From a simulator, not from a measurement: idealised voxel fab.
Module name: voxel wiring stack (process module)
FYI the section here is cut, 275 nm wide, cells are 5 nm squares.
How to read a cross-section here: the picture is a grid of square cells, written as bands going from the top down, and any band can span one or more rows of cells. This entry defines a band. It first specifies the height of the band's top and the height of its bottom in nm, and then specifies the band's materials from left to right, stating each material with its width in nm. The word "full width" identifies a single material that fills the band from edge to edge, while the word "air" identifies empty space. Where do heights start? At 0: under that level the wafer as delivered is made of one material only. And the lowest band has no floor; it just carries on downward, as in "0 and below". You'd read "30->40" like this: the band's top row of cells is as wide as the first number, its bottom row is as wide as the second, and going down, every row changes width by the same amount as the row before did. It should be understood that the words "nothing changed", when stated for a given step, signify that the cross-section underwent no change in any of its cells during that step. Empty spaces without an open route to the top, at least 8 cells in extent, make up the entry "Closed void list"; each is given as width x height at distance, where the distance is measured from the left edge, and all are in nm. On a step's line, text after the settings is the simulator commenting on that step. overlay nm: how far to the right of its planned place the mask lay on this masked step (negative: to the left).
The following list gives the planned process steps
| 1 | RECEIVE,material Si |
| 2 | CONFORMAL_DEP,material SiO2,thk nm 15 |
| 3 | DIRECTIONAL_DEP,material TiN,thk nm 5 |
| 4 | DIRECTIONAL_DEP,material W,thk nm 25 |
| 5 | DIRECTIONAL_DEP,material aC,thk nm 10 |
| 6 | PATTERN,tone cover,mask id METAL_1,material resist,width nm 25,pitch nm 55,thk nm 30,overlay nm 0 |
| 7 | DIRECTIONAL_ETCH,etch materials aC,depth nm 10 |
| 8 | STRIP,etch materials resist |
| 9 | DIRECTIONAL_ETCH,etch materials W,depth nm 25 |
| 10 | DIRECTIONAL_ETCH,etch materials TiN,depth nm 5 |
| 11 | STRIP,etch materials aC |
| 12 | FILL_DEP,material SiO2,thk nm 5 |
| 13 | CMP,height nm 45 |
| 14 | CONFORMAL_DEP,material SiCN,thk nm 5 |
| 15 | DIRECTIONAL_DEP,material SiO2,thk nm 15 |
| 16 | DIRECTIONAL_DEP,material aC,thk nm 15 |
| 17 | PATTERN,tone open,mask id PLUG_1,material resist,width nm 15,pitch nm 110,thk nm 35,overlay nm 0 |
| 18 | DIRECTIONAL_ETCH,etch materials aC,depth nm 15 |
| 19 | STRIP,etch materials resist |
| 20 | DIRECTIONAL_ETCH,etch materials SiO2,depth nm 15 |
| 21 | DIRECTIONAL_ETCH,etch materials SiCN,depth nm 5 |
| 22 | STRIP,etch materials aC |
| 23 | CONFORMAL_DEP,material TiN,thk nm 5 |
| 24 | FILL_DEP,material Cu,thk nm 10 |
| 25 | CMP,height nm 65 |
| 26 | DIRECTIONAL_DEP,material TiN,thk nm 5 |
| 27 | DIRECTIONAL_DEP,material W,thk nm 15 |
| 28 | PATTERN,tone cover,mask id METAL_2,material resist,width nm 25,pitch nm 55,thk nm 20,overlay nm 0 |
| 29 | DIRECTIONAL_ETCH,etch materials W,depth nm 15 |
| 30 | DIRECTIONAL_ETCH,etch materials TiN,depth nm 5 |
| 31 | STRIP,etch materials resist |
| 32 | CONFORMAL_DEP,material SiCN,thk nm 5 |
| 33 | FILL_DEP,material SiO2,thk nm 10 |
| 34 | CMP,height nm 85 |
| 35 | CONFORMAL_DEP,material SiCN,thk nm 5 |
| 36 | DIRECTIONAL_DEP,material SiO2,thk nm 25 |
| 37 | PATTERN,tone open,mask id METAL_3,material resist,width nm 25,pitch nm 55,thk nm 20,overlay nm 0 |
| 38 | DIRECTIONAL_ETCH,etch materials SiO2,depth nm 15 |
| 39 | STRIP,etch materials resist |
| 40 | PATTERN,tone open,mask id METAL_3_HOLES,material resist,width nm 15,pitch nm 55,thk nm 20,overlay nm 0 |
| 41 | DIRECTIONAL_ETCH,etch materials SiO2,depth nm 10 |
| 42 | DIRECTIONAL_ETCH,etch materials SiCN,depth nm 5 |
| 43 | STRIP,etch materials resist |
| 44 | CONFORMAL_DEP,material TiN,thk nm 5 |
| 45 | FILL_DEP,material Ru,thk nm 5 |
| 46 | CMP,height nm 115 |
| 47 | CONFORMAL_DEP,material SiCN,thk nm 5 |
| 48 | DIRECTIONAL_DEP,material lowk,thk nm 30 |
| 49 | DIRECTIONAL_DEP,material aC,thk nm 15 |
| 50 | PATTERN,tone open,mask id METAL_4,material resist,width nm 25,pitch nm 55,thk nm 35,overlay nm 0 |
| 51 | DIRECTIONAL_ETCH,etch materials aC,depth nm 15 |
| 52 | STRIP,etch materials resist |
| 53 | DIRECTIONAL_ETCH,etch materials lowk,depth nm 15 |
| 54 | STRIP,etch materials aC |
| 55 | DIRECTIONAL_DEP,material aC,thk nm 10 |
| 56 | PATTERN,tone open,mask id METAL_4_HOLES,material resist,width nm 15,pitch nm 55,thk nm 25,overlay nm 0 |
| 57 | DIRECTIONAL_ETCH,etch materials aC,depth nm 10 |
| 58 | STRIP,etch materials resist |
| 59 | DIRECTIONAL_ETCH,etch materials lowk,depth nm 15 |
| 60 | DIRECTIONAL_ETCH,etch materials SiCN,depth nm 5 |
| 61 | STRIP,etch materials aC |
| 62 | CONFORMAL_DEP,material TiN,thk nm 5 |
| 63 | FILL_DEP,material Cu,thk nm 10 |
| 64 | CMP,height nm 150 |
| 65 | CONFORMAL_DEP,material SiN,thk nm 5 |
As-received state of the wafer in cross-section, equivalent to post-step 1
* 0 and below  Si full width
* Closed void list: none
Final wafer profile in cross-section after the module, from the same start and plan as above, with one mistake made during processing
* 150 down to 145  SiN full width
* 145 down to 135  lowk=40, then TiN=5, then Cu=15->5, then TiN=5->15, then lowk=30, then TiN=5, then Cu=15->5, then TiN=5->15, then lowk=30, then TiN=5, then Cu=15->5, then TiN=5->15, then lowk=30, then TiN=5, then Cu=15->5, then TiN=5->15, then lowk=45
* 135 down to 120  lowk=40, then TiN=5, then Cu=5, then TiN=5, then lowk=40, then TiN=5, then Cu=5, then TiN=5, then lowk=40, then TiN=5, then Cu=5, then TiN=5, then lowk=40, then TiN=5, then Cu=5, then TiN=5, then lowk=55
* 120 down to 115  SiCN=40, then TiN=15, then SiCN=40, then TiN=15, then SiCN=40, then TiN=15, then SiCN=40, then TiN=15, then SiCN=55
* 115 down to 105  SiO2=40, then TiN=5, then Ru=15, then TiN=5, then SiO2=30, then TiN=5, then Ru=15, then TiN=5, then SiO2=30, then TiN=5, then Ru=15, then TiN=5, then SiO2=30, then TiN=5, then Ru=15, then TiN=5, then SiO2=45
* 105 down to 100  SiO2=40, then TiN=5, then Ru=5, then TiN=15, then SiO2=30, then TiN=5, then Ru=5, then TiN=15, then SiO2=30, then TiN=5, then Ru=5, then TiN=15, then SiO2=30, then TiN=5, then Ru=5, then TiN=15, then SiO2=45
* 100 down to 90  SiO2=40, then TiN=5, then Ru=5, then TiN=5, then SiO2=40, then TiN=5, then Ru=5, then TiN=5, then SiO2=40, then TiN=5, then Ru=5, then TiN=5, then SiO2=40, then TiN=5, then Ru=5, then TiN=5, then SiO2=55
* 90 down to 85  SiCN=40, then TiN=15, then SiCN=40, then TiN=15, then SiCN=40, then TiN=15, then SiCN=40, then TiN=15, then SiCN=55
* 85 down to 70  SiO2=35, then SiCN=5, then W=25, then SiCN=5, then SiO2=20, then SiCN=5, then W=25, then SiCN=5, then SiO2=20, then SiCN=5, then W=25, then SiCN=5, then SiO2=20, then SiCN=5, then W=25, then SiCN=5, then SiO2=40
* 70 down to 65  SiCN=40, then TiN=25, then SiCN=30, then TiN=25, then SiCN=30, then TiN=25, then SiCN=30, then TiN=25, then SiCN=45
* 65 down to 50  SiO2=40, then TiN=5, then Cu=5, then TiN=5, then SiO2=95, then TiN=5, then Cu=5, then TiN=5, then SiO2=110
* 50 down to 45  SiCN=40, then TiN=15, then SiCN=95, then TiN=15, then SiCN=110
* 45 down to 20  SiO2=40, then W=25, then SiO2=30, then W=25, then SiO2=30, then W=25, then SiO2=30, then W=25, then SiO2=45
* 20 down to 15  SiO2=40, then TiN=25, then SiO2=30, then TiN=25, then SiO2=30, then TiN=25, then SiO2=30, then TiN=25, then SiO2=45
* 15 down to 0  SiO2 full width
* 0 and below  Si full width
* Closed void list: none
What was the processing mistake? the process deviated at step 64: the operation and settings actually run there were CMP,height nm 145
